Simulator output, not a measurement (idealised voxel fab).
Name of the process module below: voxel ribs on slabs
The cross-section on display is named cut; it measures 295 nm wide, and its cells are 5 nm squares.
For the purposes of this document, a cross-section shall be understood as a grid of square cells, specified as bands listed in top-to-bottom order, each band consisting of one or more rows of cells. Look at the band entry: it leads with the top's height and the bottom's height in nm. Then it lists the materials left to right, with a width in nm for each. The word "full width" on a single material says that material fills the band edge to edge. The word "empty" is empty space. Below 0: as-received wafer, all one material; heights counted from there. Lowest band: no bottom, goes on down, written "0..down". Graded width ("30 to 40"): value in top row of band = first number; value in bottom row = second number; row-to-row change constant. Where the words "no alterations made" appear for a step, the cross-section shows no cell changed by that step; every cell remained as before. Any empty space of 8 cells or more lacking an open way to the top shows up in "Sealed internal voids" as width x height at distance, distance from the left edge, in nm. Heads up: the bit after the settings on a step's line is the simulator's remark on that step. You can add "overlay nm" to a step's line. For a step with a mask, it describes how far the mask lay to the right of its planned position, and a negative number describes a lay to the left.
# These are the steps we planned for the process
1. RECEIVE | material Si
2. DIRECTIONAL_DEP | material SiO2 | thk nm 25
3. DIRECTIONAL_DEP | material SiN | thk nm 25
4. PATTERN | tone cover | mask id RIB | material resist | width nm 15 | thk nm 15 | overlay nm 0
5. DIRECTIONAL_ETCH | etch materials SiN | depth nm 5
6. STRIP | etch materials resist
7. MASKED_ETCH | tone cover | mask id SLAB | width nm 55 | etch materials SiN | depth nm 20 | overlay nm 0
8. FILL_DEP | material SiO2 | thk nm 30
9. CMP | height nm 70
10. DIRECTIONAL_DEP | material TiN | thk nm 10
11. MASKED_ETCH | tone cover | mask id HEATER | width nm 25 | etch materials TiN | depth nm 10 | overlay nm 0
12. CONFORMAL_DEP | material SiO2 | thk nm 5
# As-received state of the wafer in cross-section, equivalent to post-step 1
> 0..down: Si full width
> Sealed internal voids: none
# Look at the cross-section after the module: the wafer started out the way shown above and the plan was the one shown above, yet one mistake was made along the way
> 80..70: empty (135), TiN (25), empty (135)
> 70..50: SiO2 full width
> 50..45: SiO2 (140), SiN (15), SiO2 (140)
> 45..25: SiO2 (120), SiN (55), SiO2 (120)
> 25..0: SiO2 full width
> 0..down: Si full width
> Sealed internal voids: none
Deviation from plan: no execution of plan step 12; skipped
